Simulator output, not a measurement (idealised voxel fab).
Process module heading - voxel self aligned vias
210 nm wide, 5 nm square cells: that's cross-section cut.
The cross-sections in this document take the form of a grid made of square cells. They are written out as bands, in order from top to bottom. Each band consists of one or more rows of cells.
Each band's line starts with the height of the band's top and of its bottom, in nm. Then come its materials from left to right, each with its width in nm. One material with "all across" fills the band from edge to edge. "blank" is empty space.
Note: height 0 marks the level under which the wafer is uniformly one material as received. Lowest band unbounded below, written "top 0, no bottom".
Width "30->40": first value at the band's top row of cells, second value at its bottom row, equal change from row to row.
Given "no alteration" for a step, no cell of the cross-section differs between before and after that step.
"Closed cavity list" - sealed voids, min. 8 cells, no opening to top; format: width x height at distance (distance from left edge; nm throughout).
Whatever follows a step's settings on its line is a remark the simulator itself makes about that step.
overlay nm: how far to the right of its planned place the mask lay on this masked step (negative: to the left).

The following list gives the planned process steps:
1,RECEIVE | material Si
2,CONFORMAL_DEP | material SiO2 | thk nm 15
3,CONFORMAL_DEP | material SiCN | thk nm 5
4,DIRECTIONAL_DEP | material SiO2 | thk nm 30
5,DIRECTIONAL_DEP | material aC | thk nm 15
6,PATTERN | tone open | mask id LINES | material resist | width nm 30 | pitch nm 65 | thk nm 30 | overlay nm 0
7,DIRECTIONAL_ETCH | etch materials aC | depth nm 15
8,STRIP | etch materials resist
9,DIRECTIONAL_ETCH | etch materials SiO2 | depth nm 30
10,STRIP | etch materials aC
11,CONFORMAL_DEP | material TiN | thk nm 5
12,FILL_DEP | material W | thk nm 10
13,CMP | height nm 50
14,SELECTIVE_ETCH | etch materials W Ru TiN | depth nm 5
15,FILL_DEP | material SiN | thk nm 10
16,CMP | height nm 50
17,DIRECTIONAL_DEP | material SiO2 | thk nm 20
18,PATTERN | tone open | mask id VIAS | material resist | width nm 40 | thk nm 15 | overlay nm 0
19,DIRECTIONAL_ETCH | etch materials SiO2 | depth nm 20
20,DIRECTIONAL_ETCH | etch materials SiN | depth nm 5
21,STRIP | etch materials resist
22,CONFORMAL_DEP | material TiN | thk nm 5
23,FILL_DEP | material Ru | thk nm 10
24,CMP | height nm 70
25,CONFORMAL_DEP | material SiN | thk nm 5

On the first of the two wafers: run conducted according to plan:

Wafer at receipt (post step 1), cross-section:
top 0, no bottom  Si all across
Closed cavity list: none

Cross-section of the wafer after step 2:
top 15, bottom 0  SiO2 all across
All layers under 0 are left as they were.

Cross-section of the wafer after step 3:
top 20, bottom 15  SiCN all across
All layers under 15 are left as they were.

Cross-section of the wafer after step 4:
top 50, bottom 20  SiO2 all across
All layers under 20 are left as they were.

Cross-section of the wafer after step 5:
top 65, bottom 50  aC all across
All layers under 50 are left as they were.

Cross-section of the wafer after step 6:
top 95, bottom 65  resist=55  blank=30  resist=35  blank=30  resist=60
All layers under 65 are left as they were.

Cross-section of the wafer after step 7:
top 80, bottom 65  resist=55  blank=30  resist=35  blank=30  resist=60
top 65, bottom 50  aC=55  blank=30  aC=35  blank=30  aC=60
All layers under 50 are left as they were.

Cross-section of the wafer after step 8:
top 65, bottom 50  aC=55  blank=30  aC=35  blank=30  aC=60
All layers under 50 are left as they were.

Cross-section of the wafer after step 9:
top 65, bottom 50  aC=55  blank=30  aC=35  blank=30  aC=60
top 50, bottom 20  SiO2=55  blank=30  SiO2=35  blank=30  SiO2=60
All layers under 20 are left as they were.

Cross-section of the wafer after step 10:
top 50, bottom 20  SiO2=55  blank=30  SiO2=35  blank=30  SiO2=60
All layers under 20 are left as they were.

Cross-section of the wafer after step 11:
top 55, bottom 50  TiN=60  blank=20  TiN=45  blank=20  TiN=65
top 50, bottom 25  SiO2=55  TiN=5  blank=20  TiN=5  SiO2=35  TiN=5  blank=20  TiN=5  SiO2=60
top 25, bottom 20  SiO2=55  TiN=30  SiO2=35  TiN=30  SiO2=60
All layers under 20 are left as they were.

Cross-section of the wafer after step 12:
top 65, bottom 55  W all across
top 55, bottom 50  TiN=60  W=20  TiN=45  W=20  TiN=65
top 50, bottom 25  SiO2=55  TiN=5  W=20  TiN=5  SiO2=35  TiN=5  W=20  TiN=5  SiO2=60
All layers under 25 are left as they were.

Cross-section of the wafer after step 13:
top 50, bottom 25  SiO2=55  TiN=5  W=20  TiN=5  SiO2=35  TiN=5  W=20  TiN=5  SiO2=60
All layers under 25 are left as they were.

Cross-section of the wafer after step 14:
top 50, bottom 45  SiO2=55  blank=30  SiO2=35  blank=30  SiO2=60
All layers under 45 are left as they were.

Cross-section of the wafer after step 15:
top 60, bottom 50  SiN all across
top 50, bottom 45  SiO2=55  SiN=30  SiO2=35  SiN=30  SiO2=60
All layers under 45 are left as they were.

Cross-section of the wafer after step 16:
top 50, bottom 45  SiO2=55  SiN=30  SiO2=35  SiN=30  SiO2=60
All layers under 45 are left as they were.

Cross-section of the wafer after step 17:
top 70, bottom 50  SiO2 all across
All layers under 50 are left as they were.

Cross-section of the wafer after step 18:
top 85, bottom 70  resist=50  blank=40  resist=120
All layers under 70 are left as they were.

Cross-section of the wafer after step 19:
top 85, bottom 70  resist=50  blank=40  resist=120
top 70, bottom 50  SiO2=50  blank=40  SiO2=120
All layers under 50 are left as they were.

Cross-section of the wafer after step 20:
top 85, bottom 70  resist=50  blank=40  resist=120
top 70, bottom 50  SiO2=50  blank=40  SiO2=120
top 50, bottom 45  SiO2=55  blank=30  SiO2=35  SiN=30  SiO2=60
All layers under 45 are left as they were.

Cross-section of the wafer after step 21:
top 70, bottom 50  SiO2=50  blank=40  SiO2=120
All layers under 50 are left as they were.

Cross-section of the wafer after step 22:
top 75, bottom 70  TiN=55  blank=30  TiN=125
top 70, bottom 55  SiO2=50  TiN=5  blank=30  TiN=5  SiO2=120
top 55, bottom 50  SiO2=50  TiN=10  blank=20  TiN=10  SiO2=120
top 50, bottom 45  SiO2=55  TiN=30  SiO2=35  SiN=30  SiO2=60
All layers under 45 are left as they were.

Cross-section of the wafer after step 23:
top 85, bottom 75  Ru all across
top 75, bottom 70  TiN=55  Ru=30  TiN=125
top 70, bottom 55  SiO2=50  TiN=5  Ru=30  TiN=5  SiO2=120
top 55, bottom 50  SiO2=50  TiN=10  Ru=20  TiN=10  SiO2=120
All layers under 50 are left as they were.

Cross-section of the wafer after step 24:
top 70, bottom 55  SiO2=50  TiN=5  Ru=30  TiN=5  SiO2=120
All layers under 55 are left as they were.

Cross-section of the wafer after step 25:
top 75, bottom 70  SiN all across
All layers under 70 are left as they were.

The Second Wafer: Common Origin and Plan, One Mistake in Execution, Identical to the First Through Step 5:

Second wafer at the planned finish of step 6, seen in cross-section:
top 95, bottom 65  resist=65  blank=30  resist=35  blank=30  resist=50
All layers under 65 are left as they were.

Second wafer at the planned finish of step 7, seen in cross-section:
top 80, bottom 65  resist=65  blank=30  resist=35  blank=30  resist=50
top 65, bottom 50  aC=65  blank=30  aC=35  blank=30  aC=50
All layers under 50 are left as they were.

Second wafer at the planned finish of step 8, seen in cross-section:
top 65, bottom 50  aC=65  blank=30  aC=35  blank=30  aC=50
All layers under 50 are left as they were.

Second wafer at the planned finish of step 9, seen in cross-section:
top 65, bottom 50  aC=65  blank=30  aC=35  blank=30  aC=50
top 50, bottom 20  SiO2=65  blank=30  SiO2=35  blank=30  SiO2=50
All layers under 20 are left as they were.

Second wafer at the planned finish of step 10, seen in cross-section:
top 50, bottom 20  SiO2=65  blank=30  SiO2=35  blank=30  SiO2=50
All layers under 20 are left as they were.

Second wafer at the planned finish of step 11, seen in cross-section:
top 55, bottom 50  TiN=70  blank=20  TiN=45  blank=20  TiN=55
top 50, bottom 25  SiO2=65  TiN=5  blank=20  TiN=5  SiO2=35  TiN=5  blank=20  TiN=5  SiO2=50
top 25, bottom 20  SiO2=65  TiN=30  SiO2=35  TiN=30  SiO2=50
All layers under 20 are left as they were.

Second wafer at the planned finish of step 12, seen in cross-section:
top 65, bottom 55  W all across
top 55, bottom 50  TiN=70  W=20  TiN=45  W=20  TiN=55
top 50, bottom 25  SiO2=65  TiN=5  W=20  TiN=5  SiO2=35  TiN=5  W=20  TiN=5  SiO2=50
All layers under 25 are left as they were.

Second wafer at the planned finish of step 13, seen in cross-section:
top 50, bottom 25  SiO2=65  TiN=5  W=20  TiN=5  SiO2=35  TiN=5  W=20  TiN=5  SiO2=50
All layers under 25 are left as they were.

Second wafer at the planned finish of step 14, seen in cross-section:
top 50, bottom 45  SiO2=65  blank=30  SiO2=35  blank=30  SiO2=50
All layers under 45 are left as they were.

Second wafer at the planned finish of step 15, seen in cross-section:
top 60, bottom 50  SiN all across
top 50, bottom 45  SiO2=65  SiN=30  SiO2=35  SiN=30  SiO2=50
All layers under 45 are left as they were.

Second wafer at the planned finish of step 16, seen in cross-section:
top 50, bottom 45  SiO2=65  SiN=30  SiO2=35  SiN=30  SiO2=50
All layers under 45 are left as they were.

Second wafer at the planned finish of step 17, seen in cross-section:
top 70, bottom 50  SiO2 all across
All layers under 50 are left as they were.

Second wafer at the planned finish of step 18, seen in cross-section:
top 85, bottom 70  resist=50  blank=40  resist=120
All layers under 70 are left as they were.

Second wafer at the planned finish of step 19, seen in cross-section:
top 85, bottom 70  resist=50  blank=40  resist=120
top 70, bottom 50  SiO2=50  blank=40  SiO2=120
All layers under 50 are left as they were.

Second wafer at the planned finish of step 20, seen in cross-section:
top 85, bottom 70  resist=50  blank=40  resist=120
top 70, bottom 50  SiO2=50  blank=40  SiO2=120
top 50, bottom 45  SiO2=65  blank=25  SiN=5  SiO2=35  SiN=30  SiO2=50
All layers under 45 are left as they were.

Second wafer at the planned finish of step 21, seen in cross-section:
top 70, bottom 50  SiO2=50  blank=40  SiO2=120
All layers under 50 are left as they were.

Second wafer at the planned finish of step 22, seen in cross-section:
top 75, bottom 70  TiN=55  blank=30  TiN=125
top 70, bottom 55  SiO2=50  TiN=5  blank=30  TiN=5  SiO2=120
top 55, bottom 50  SiO2=50  TiN=20  blank=15  TiN=5  SiO2=120
top 50, bottom 45  SiO2=65  TiN=25  SiN=5  SiO2=35  SiN=30  SiO2=50
All layers under 45 are left as they were.

Second wafer at the planned finish of step 23, seen in cross-section:
top 85, bottom 75  Ru all across
top 75, bottom 70  TiN=55  Ru=30  TiN=125
top 70, bottom 55  SiO2=50  TiN=5  Ru=30  TiN=5  SiO2=120
top 55, bottom 50  SiO2=50  TiN=20  Ru=15  TiN=5  SiO2=120
All layers under 50 are left as they were.

Second wafer at the planned finish of step 24, seen in cross-section:
top 70, bottom 55  SiO2=50  TiN=5  Ru=30  TiN=5  SiO2=120
All layers under 55 are left as they were.

Second wafer at the planned finish of step 25, seen in cross-section:
top 75, bottom 70  SiN all across
All layers under 70 are left as they were.
Deviation from plan: step 6 off recipe, ran as PATTERN | tone open | mask id LINES | material resist | width nm 30 | pitch nm 65 | thk nm 30 | overlay nm 10
At the finish, the second wafer shows more or fewer cells for some materials than the first does: Ru: 1 fewer | SiN: 1 more
